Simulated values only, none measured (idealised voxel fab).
The process module that follows is named voxel released beams.
FYI the section here is cut, 250 nm wide, cells are 5 nm squares.
Cross-section format: a grid of square cells, given as bands from top to bottom; each band is one or more rows of cells. Top height, bottom height, nm. Materials left to right, width each, nm. Single material + "everywhere" = fills band edge to edge. "blank" = empty. Where do heights start? At 0: under that level the wafer as delivered is made of one material only. And the lowest band has no floor; it just carries on downward, as in "0 -> down". Graded width ("30..40"): value in top row of band = first number; value in bottom row = second number; row-to-row change constant. Given "nothing altered" for a step, no cell of the cross-section differs between before and after that step. Heads up: "Completely enclosed voids" only lists the empty pockets with no open path to the top that are 8 cells or more, and it writes them as width x height at distance, distance from the left edge, in nm. Where a step's line continues beyond its settings, the continuation is a remark by the simulator itself on that step. overlay nm, on a step with a mask: how far to the right of its planned place the mask lay; to the left if negative.
## Here's what the planned process steps look like
1 op RECEIVE | material Si
2 op CONFORMAL_DEP | material SiN | thk nm 5
3 op DIRECTIONAL_DEP | material SiO2 | thk nm 20
4 op MASKED_ETCH | tone open | mask id ANCHOR | width nm 35 | etch materials SiO2 | depth nm 20 | overlay nm 0
5 op CONFORMAL_DEP | material polySi | thk nm 10
6 op MASKED_ETCH | tone cover | mask id BEAM | width nm 85 | etch materials polySi | depth nm 10 | overlay nm 0
7 op STRIP | etch materials SiO2
## Wafer at receipt (post step 1), cross-section
  0 -> down | Si everywhere
  Completely enclosed voids: none
## Looking at the first of two wafers in cross-section at end of module - ran to plan
  35 -> 25 | 80 blank, 15 polySi, 15 blank, 55 polySi, 85 blank
  25 -> 15 | 85 blank, 10 polySi, 15 blank, 10 polySi, 130 blank
  15 -> 5 | 85 blank, 35 polySi, 130 blank
  5 -> 0 | SiN everywhere
  0 -> down | Si everywhere
  Completely enclosed voids: none
## Presented here is a cross-section of the second of the two wafers as it stood at the end of the module. It was started in the same manner and assigned the same plan as the first wafer; however, one mistake was made in its execution
  35 -> 25 | 80 blank, 10 polySi, 25 blank, 50 polySi, 85 blank
  25 -> 15 | 80 blank, 10 polySi, 25 blank, 10 polySi, 125 blank
  15 -> 5 | 80 blank, 45 polySi, 125 blank
  5 -> 0 | SiN everywhere
  0 -> down | Si everywhere
  Completely enclosed voids: none
Finding, execution versus plan: step 4 changed vs plan, executed as op MASKED_ETCH | tone open | mask id ANCHOR | width nm 45 | etch materials SiO2 | depth nm 20 | overlay nm 0
Same inventory, different map: at the end, the second wafer holds as many cells of each material as the first, placed elsewhere.
